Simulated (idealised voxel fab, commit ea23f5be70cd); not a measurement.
You're looking at the process module voxel wiring stack.
The width of the displayed cross-section, cut, is 290 nm; its cells are square, with a size of 5 nm.
We lay out every cross-section as a grid of square cells and spell it out in bands from the top down, where one band means one or more rows of cells. What a band's entry tells you: where the top is and where the bottom is, as heights in nm, and after that what lies inside, material by material from left to right, each with its width in nm. Empty space is written as the word "empty", and a single material marked with the word "everywhere" occupies the band from edge to edge. Height 0 is the level under which the wafer as received is all one material. The lowest band goes on downwards, as in "0 -> down". Note: "30 to 40" means the width goes from the first number (top row of the band) to the second number (bottom row) in equal steps per row of cells. A step reported as "stayed the same" is a step in which no cell of the cross-section changed. Under "Closed voids list" you'll find the enclosed gaps, the ones with no way out to the top, that are 8 cells or bigger; each reads width x height at distance, with distance counted from the left edge, everything in nm. Text after the settings on a step's line: the simulator's own remark on that step. overlay nm: right-of-plan distance of the mask on a masked step; negative values mean left-of-plan. Note on reading: below, each pair holds a cross-section from before one process step and one from after it; the one from after shows only down to the lowest band that changed. Beneath the pair, the step in between is stated along with its settings. The pairs can stem from different runs of this module on the same starting wafer. Where a pair's entry headed "Before processing" says so, and only there, that pair continues from the pair above it.
**Before processing**
  45 -> 35: aC everywhere
  35 -> 20: W everywhere
  20 -> 15: TiN everywhere
  15 -> 0: SiO2 everywhere
  0 -> down: Si everywhere
  Closed voids list: none
**Sectional Result**
  70 -> 45: 105 of resist, 25 of empty, 25 of resist, 25 of empty, 110 of resist
  Heights below 45 show no change.
  Closed voids list: none
Step between the pre-process and post-process cross-sections given above: PATTERN (tone open; mask id METAL_1; material resist; width nm 25; pitch nm 50; thk nm 25; overlay nm 0)
Before processing: = after-state of the pair above.
**Sectional Result**
  60 -> 45: 105 of resist, 25 of empty, 25 of resist, 25 of empty, 110 of resist
  45 -> 35: 105 of aC, 25 of empty, 25 of aC, 25 of empty, 110 of aC
  Heights below 35 show no change.
  Closed voids list: none
Step between the pre-process and post-process cross-sections given above: DIRECTIONAL_ETCH (etch materials aC; depth nm 10)
Before processing: = after-state of the pair above.
**Sectional Result**
  45 -> 35: 105 of aC, 25 of empty, 25 of aC, 25 of empty, 110 of aC
  Heights below 35 show no change.
  Closed voids list: none
Step between the pre-process and post-process cross-sections given above: STRIP (etch materials resist)
Before processing: = after-state of the pair above.
**Sectional Result**
  45 -> 35: 105 of aC, 25 of empty, 25 of aC, 25 of empty, 110 of aC
  35 -> 20: 105 of W, 25 of empty, 25 of W, 25 of empty, 110 of W
  Heights below 20 show no change.
  Closed voids list: none
Step between the pre-process and post-process cross-sections given above: DIRECTIONAL_ETCH (etch materials W; depth nm 15)
Before processing: = after-state of the pair above.
**Sectional Result**
  45 -> 35: 105 of aC, 25 of empty, 25 of aC, 25 of empty, 110 of aC
  35 -> 20: 105 of W, 25 of empty, 25 of W, 25 of empty, 110 of W
  20 -> 15: 105 of TiN, 25 of empty, 25 of TiN, 25 of empty, 110 of TiN
  Heights below 15 show no change.
  Closed voids list: none
Step between the pre-process and post-process cross-sections given above: DIRECTIONAL_ETCH (etch materials TiN; depth nm 5)
Before processing: = after-state of the pair above.
**Sectional Result**
  35 -> 20: 105 of W, 25 of empty, 25 of W, 25 of empty, 110 of W
  Heights below 20 show no change.
  Closed voids list: none
Step between the pre-process and post-process cross-sections given above: STRIP (etch materials aC)
Before processing: = after-state of the pair above.
**Sectional Result**
  40 -> 35: SiO2 everywhere
  35 -> 20: 105 of W, 25 of SiO2, 25 of W, 25 of SiO2, 110 of W
  20 -> 15: 105 of TiN, 25 of SiO2, 25 of TiN, 25 of SiO2, 110 of TiN
  Heights below 15 show no change.
  Closed voids list: none
Step between the pre-process and post-process cross-sections given above: FILL_DEP (material SiO2; thk nm 5)
Before processing: = after-state of the pair above.
**Sectional Result**
  35 -> 20: 105 of W, 25 of SiO2, 25 of W, 25 of SiO2, 110 of W
  Heights below 20 show no change.
  Closed voids list: none
Step between the pre-process and post-process cross-sections given above: CMP (height nm 35)
Before processing: = after-state of the pair above.
**Sectional Result**
  40 -> 35: SiCN everywhere
  Heights below 35 show no change.
  Closed voids list: none
Step between the pre-process and post-process cross-sections given above: CONFORMAL_DEP (material SiCN; thk nm 5)
Before processing: = after-state of the pair above.
**Sectional Result**
  60 -> 40: SiO2 everywhere
  Heights below 40 show no change.
  Closed voids list: none
Step between the pre-process and post-process cross-sections given above: DIRECTIONAL_DEP (material SiO2; thk nm 20)
Before processing: = after-state of the pair above.
**Sectional Result**
  60 -> 40: 105 of SiO2, 15 of empty, 170 of SiO2
  Heights below 40 show no change.
  Closed voids list: none
Step between the pre-process and post-process cross-sections given above: MASKED_ETCH (tone open; mask id PLUG_1; width nm 15; etch materials SiO2; depth nm 20; overlay nm 0)
Before processing: = after-state of the pair above.
**Sectional Result**
  60 -> 40: 105 of SiO2, 15 of empty, 170 of SiO2
  40 -> 35: 105 of SiCN, 15 of empty, 170 of SiCN
  Heights below 35 show no change.
  Closed voids list: none
Step between the pre-process and post-process cross-sections given above: MASKED_ETCH (tone open; mask id PLUG_1; width nm 15; etch materials SiCN; depth nm 5; overlay nm 0)
Before processing: = after-state of the pair above.
**Sectional Result**
  65 -> 60: 110 of SiCN, 5 of empty, 175 of SiCN
  60 -> 40: 105 of SiO2, 5 of SiCN, 5 of empty, 5 of SiCN, 170 of SiO2
  40 -> 35: SiCN everywhere
  Heights below 35 show no change.
  Closed voids list: none
Step between the pre-process and post-process cross-sections given above: CONFORMAL_DEP (material SiCN; thk nm 5)
Before processing: = after-state of the pair above.
**Sectional Result**
  90 -> 65: 110 of lowk, 5 of empty, 175 of lowk
  65 -> 60: 110 of SiCN, 5 of lowk, 175 of SiCN
  60 -> 40: 105 of SiO2, 5 of SiCN, 5 of lowk, 5 of SiCN, 170 of SiO2
  Heights below 40 show no change.
  Closed voids list: none
Step between the pre-process and post-process cross-sections given above: DIRECTIONAL_DEP (material lowk; thk nm 25)
Before processing: = after-state of the pair above.
**Sectional Result**
  110 -> 90: 105 of resist, 25 of empty, 25 of resist, 25 of empty, 110 of resist
  Heights below 90 show no change.
  Closed voids list: none
Step between the pre-process and post-process cross-sections given above: PATTERN (tone open; mask id METAL_2; material resist; width nm 25; pitch nm 50; thk nm 20; overlay nm 0)
Before processing: = after-state of the pair above.
**Sectional Result**
  110 -> 90: 105 of resist, 25 of empty, 25 of resist, 25 of empty, 110 of resist
  90 -> 65: 105 of lowk, 25 of empty, 25 of lowk, 25 of empty, 110 of lowk
  65 -> 60: 110 of SiCN, 5 of empty, 175 of SiCN
  60 -> 40: 105 of SiO2, 5 of SiCN, 5 of empty, 5 of SiCN, 170 of SiO2
  Heights below 40 show no change.
  Closed voids list: none
Step between the pre-process and post-process cross-sections given above: DIRECTIONAL_ETCH (etch materials lowk; depth nm 25)
Before processing: = after-state of the pair above.
**Sectional Result**
  110 -> 90: 105 of resist, 25 of empty, 25 of resist, 25 of empty, 110 of resist
  90 -> 65: 105 of lowk, 25 of empty, 25 of lowk, 25 of empty, 110 of lowk
  65 -> 60: 105 of SiCN, 25 of empty, 25 of SiCN, 25 of empty, 110 of SiCN
  60 -> 40: 105 of SiO2, 5 of SiCN, 5 of empty, 5 of SiCN, 170 of SiO2
  40 -> 35: 110 of SiCN, 5 of empty, 175 of SiCN
  Heights below 35 show no change.
  Closed voids list: none
Step between the pre-process and post-process cross-sections given above: DIRECTIONAL_ETCH (etch materials SiCN; depth nm 5)
Before processing: = after-state of the pair above.
**Sectional Result**
  90 -> 65: 105 of lowk, 25 of empty, 25 of lowk, 25 of empty, 110 of lowk
  Heights below 65 show no change.
  Closed voids list: none
Step between the pre-process and post-process cross-sections given above: STRIP (etch materials resist)
Before processing: = after-state of the pair above.
**Sectional Result**
  95 -> 90: 110 of TiN, 15 of empty, 35 of TiN, 15 of empty, 115 of TiN
  90 -> 65: 105 of lowk, 5 of TiN, 15 of empty, 5 of TiN, 25 of lowk, 5 of TiN, 15 of empty, 5 of TiN, 110 of lowk
  65 -> 60: 105 of SiCN, 25 of TiN, 25 of SiCN, 25 of TiN, 110 of SiCN
  60 -> 40: 105 of SiO2, 5 of SiCN, 5 of TiN, 5 of SiCN, 170 of SiO2
  40 -> 35: 110 of SiCN, 5 of TiN, 175 of SiCN
  Heights below 35 show no change.
  Closed voids list: none
Step between the pre-process and post-process cross-sections given above: CONFORMAL_DEP (material TiN; thk nm 5)
Before processing: = after-state of the pair above.
**Sectional Result**
  100 -> 95: Ru everywhere
  95 -> 90: 110 of TiN, 15 of Ru, 35 of TiN, 15 of Ru, 115 of TiN
  90 -> 65: 105 of lowk, 5 of TiN, 15 of Ru, 5 of TiN, 25 of lowk, 5 of TiN, 15 of Ru, 5 of TiN, 110 of lowk
  Heights below 65 show no change.
  Closed voids list: none
Step between the pre-process and post-process cross-sections given above: FILL_DEP (material Ru; thk nm 5)
Before processing: = after-state of the pair above.
**Sectional Result**
  90 -> 65: 105 of lowk, 5 of TiN, 15 of Ru, 5 of TiN, 25 of lowk, 5 of TiN, 15 of Ru, 5 of TiN, 110 of lowk
  Heights below 65 show no change.
  Closed voids list: none
Step between the pre-process and post-process cross-sections given above: CMP (height nm 90)
Before processing: = after-state of the pair above.
**Sectional Result**
  95 -> 90: 100 of empty, 35 of Ru, 15 of empty, 35 of Ru, 105 of empty
  Heights below 90 show no change.
  Closed voids list: none
Step between the pre-process and post-process cross-sections given above: EPI (material Ru; thk nm 5)
Before processing: = after-state of the pair above.
**Sectional Result**
  100 -> 95: SiCN everywhere
  95 -> 90: 100 of SiCN, 35 of Ru, 15 of SiCN, 35 of Ru, 105 of SiCN
  Heights below 90 show no change.
  Closed voids list: none
Step between the pre-process and post-process cross-sections given above: FILL_DEP (material SiCN; thk nm 5)
Before processing: = after-state of the pair above.
**Sectional Result**
  120 -> 100: SiO2 everywhere
  Heights below 100 show no change.
  Closed voids list: none
Step between the pre-process and post-process cross-sections given above: DIRECTIONAL_DEP (material SiO2; thk nm 20)
Before processing: = after-state of the pair above.
**Sectional Result**
  130 -> 120: aC everywhere
  Heights below 120 show no change.
  Closed voids list: none
Step between the pre-process and post-process cross-sections given above: DIRECTIONAL_DEP (material aC; thk nm 10)
Before processing: = after-state of the pair above.
**Sectional Result**
  155 -> 130: 105 of resist, 15 of empty, 35 of resist, 15 of empty, 120 of resist
  Heights below 130 show no change.
  Closed voids list: none
Step between the pre-process and post-process cross-sections given above: PATTERN (tone open; mask id PLUG_2; material resist; width nm 15; pitch nm 50; thk nm 25; overlay nm 0)
Before processing: = after-state of the pair above.
**Sectional Result**
  145 -> 130: 105 of resist, 15 of empty, 35 of resist, 15 of empty, 120 of resist
  130 -> 120: 105 of aC, 15 of empty, 35 of aC, 15 of empty, 120 of aC
  Heights below 120 show no change.
  Closed voids list: none
Step between the pre-process and post-process cross-sections given above: DIRECTIONAL_ETCH (etch materials aC; depth nm 10)
Before processing: = after-state of the pair above.
**Sectional Result**
  130 -> 120: 105 of aC, 15 of empty, 35 of aC, 15 of empty, 120 of aC
  Heights below 120 show no change.
  Closed voids list: none
Step between the pre-process and post-process cross-sections given above: STRIP (etch materials resist)
Before processing: = after-state of the pair above.
**Sectional Result**
  130 -> 120: 105 of aC, 15 of empty, 35 of aC, 15 of empty, 120 of aC
  120 -> 100: 105 of SiO2, 15 of empty, 35 of SiO2, 15 of empty, 120 of SiO2
  Heights below 100 show no change.
  Closed voids list: none
Step between the pre-process and post-process cross-sections given above: DIRECTIONAL_ETCH (etch materials SiO2; depth nm 20)
Before processing: = after-state of the pair above.
**Sectional Result**
  130 -> 120: 105 of aC, 15 of empty, 35 of aC, 15 of empty, 120 of aC
  120 -> 100: 105 of SiO2, 15 of empty, 35 of SiO2, 15 of empty, 120 of SiO2
  100 -> 95: 105 of SiCN, 15 of empty, 35 of SiCN, 15 of empty, 120 of SiCN
  Heights below 95 show no change.
  Closed voids list: none
Step between the pre-process and post-process cross-sections given above: DIRECTIONAL_ETCH (etch materials SiCN; depth nm 5)
Before processing: = after-state of the pair above.
**Sectional Result**
  120 -> 100: 105 of SiO2, 15 of empty, 35 of SiO2, 15 of empty, 120 of SiO2
  Heights below 100 show no change.
  Closed voids list: none
Step between the pre-process and post-process cross-sections given above: STRIP (etch materials aC)
Before processing: = after-state of the pair above.
**Sectional Result**
  120 -> 105: 105 of SiO2, 15 of empty, 35 of SiO2, 15 of empty, 120 of SiO2
  105 -> 100: 105 of SiO2, 15 of Ru, 35 of SiO2, 15 of Ru, 120 of SiO2
  100 -> 90: 105 to 100 of SiCN, 15 to 35 of Ru, 35 to 15 of SiCN, 15 to 35 of Ru, 120 to 105 of SiCN
  Heights below 90 show no change.
  Closed voids list: none
Step between the pre-process and post-process cross-sections given above: EPI (material Ru; thk nm 10)
Before processing: = after-state of the pair above.
**Sectional Result**
  120 -> 115: 105 of SiO2, 15 of empty, 35 of SiO2, 15 of empty, 120 of SiO2
  115 -> 100: 105 of SiO2, 15 of Ru, 35 of SiO2, 15 of Ru, 120 of SiO2
  Heights below 100 show no change.
  Closed voids list: none
Step between the pre-process and post-process cross-sections given above: EPI (material Ru; thk nm 10)
Before processing: = after-state of the pair above.
**Sectional Result**
  120 -> 100: 105 of SiO2, 15 of Ru, 35 of SiO2, 15 of Ru, 120 of SiO2
  Heights below 100 show no change.
  Closed voids list: none
Step between the pre-process and post-process cross-sections given above: EPI (material Ru; thk nm 5)
Before processing: = after-state of the pair above.
**Sectional Result**
  125 -> 120: SiCN everywhere
  Heights below 120 show no change.
  Closed voids list: none
Step between the pre-process and post-process cross-sections given above: CONFORMAL_DEP (material SiCN; thk nm 5)
Before processing: = after-state of the pair above.
**Sectional Result**
  150 -> 125: SiO2 everywhere
  Heights below 125 show no change.
  Closed voids list: none
Step between the pre-process and post-process cross-sections given above: DIRECTIONAL_DEP (material SiO2; thk nm 25)
Before processing: = after-state of the pair above.
**Sectional Result**
  165 -> 150: aC everywhere
  Heights below 150 show no change.
  Closed voids list: none
Step between the pre-process and post-process cross-sections given above: DIRECTIONAL_DEP (material aC; thk nm 15)
Before processing: = after-state of the pair above.
**Sectional Result**
  200 -> 165: 105 of resist, 25 of empty, 25 of resist, 25 of empty, 110 of resist
  Heights below 165 show no change.
  Closed voids list: none
Step between the pre-process and post-process cross-sections given above: PATTERN (tone open; mask id METAL_3; material resist; width nm 25; pitch nm 50; thk nm 35; overlay nm 0)
Before processing: = after-state of the pair above.
**Sectional Result**
  185 -> 165: 105 of resist, 25 of empty, 25 of resist, 25 of empty, 110 of resist
  165 -> 150: 105 of aC, 25 of empty, 25 of aC, 25 of empty, 110 of aC
  Heights below 150 show no change.
  Closed voids list: none
Step between the pre-process and post-process cross-sections given above: DIRECTIONAL_ETCH (etch materials aC; depth nm 15)
Before processing: = after-state of the pair above.
**Sectional Result**
  165 -> 150: 105 of aC, 25 of empty, 25 of aC, 25 of empty, 110 of aC
  Heights below 150 show no change.
  Closed voids list: none
Step between the pre-process and post-process cross-sections given above: STRIP (etch materials resist)
Before processing: = after-state of the pair above.
**Sectional Result**
  165 -> 150: 105 of aC, 25 of empty, 25 of aC, 25 of empty, 110 of aC
  150 -> 125: 105 of SiO2, 25 of empty, 25 of SiO2, 25 of empty, 110 of SiO2
  Heights below 125 show no change.
  Closed voids list: none
Step between the pre-process and post-process cross-sections given above: DIRECTIONAL_ETCH (etch materials SiO2; depth nm 25)
Before processing: = after-state of the pair above.
**Sectional Result**
  165 -> 150: 105 of aC, 25 of empty, 25 of aC, 25 of empty, 110 of aC
  150 -> 125: 105 of SiO2, 25 of empty, 25 of SiO2, 25 of empty, 110 of SiO2
  125 -> 120: 105 of SiCN, 25 of empty, 25 of SiCN, 25 of empty, 110 of SiCN
  Heights below 120 show no change.
  Closed voids list: none
Step between the pre-process and post-process cross-sections given above: DIRECTIONAL_ETCH (etch materials SiCN; depth nm 5)
Before processing: = after-state of the pair above.
**Sectional Result**
  150 -> 125: 105 of SiO2, 25 of empty, 25 of SiO2, 25 of empty, 110 of SiO2
  Heights below 125 show no change.
  Closed voids list: none
Step between the pre-process and post-process cross-sections given above: STRIP (etch materials aC)
Before processing: = after-state of the pair above.
**Sectional Result**
  155 -> 150: 110 of TiN, 15 of empty, 35 of TiN, 15 of empty, 115 of TiN
  150 -> 125: 105 of SiO2, 5 of TiN, 15 of empty, 5 of TiN, 25 of SiO2, 5 of TiN, 15 of empty, 5 of TiN, 110 of SiO2
  125 -> 120: 105 of SiCN, 25 of TiN, 25 of SiCN, 25 of TiN, 110 of SiCN
  Heights below 120 show no change.
  Closed voids list: none
Step between the pre-process and post-process cross-sections given above: CONFORMAL_DEP (material TiN; thk nm 5)
Before processing: = after-state of the pair above.
**Sectional Result**
  160 -> 155: Cu everywhere
  155 -> 150: 110 of TiN, 15 of Cu, 35 of TiN, 15 of Cu, 115 of TiN
  150 -> 125: 105 of SiO2, 5 of TiN, 15 of Cu, 5 of TiN, 25 of SiO2, 5 of TiN, 15 of Cu, 5 of TiN, 110 of SiO2
  Heights below 125 show no change.
  Closed voids list: none
Step between the pre-process and post-process cross-sections given above: FILL_DEP (material Cu; thk nm 5)
Before processing: = after-state of the pair above.
**Sectional Result**
  150 -> 125: 105 of SiO2, 5 of TiN, 15 of Cu, 5 of TiN, 25 of SiO2, 5 of TiN, 15 of Cu, 5 of TiN, 110 of SiO2
  Heights below 125 show no change.
  Closed voids list: none
Step between the pre-process and post-process cross-sections given above: CMP (height nm 150)
Before processing: = after-state of the pair above.
**Sectional Result**
  155 -> 150: SiN everywhere
  Heights below 150 show no change.
  Closed voids list: none
Step between the pre-process and post-process cross-sections given above: CONFORMAL_DEP (material SiN; thk nm 5)
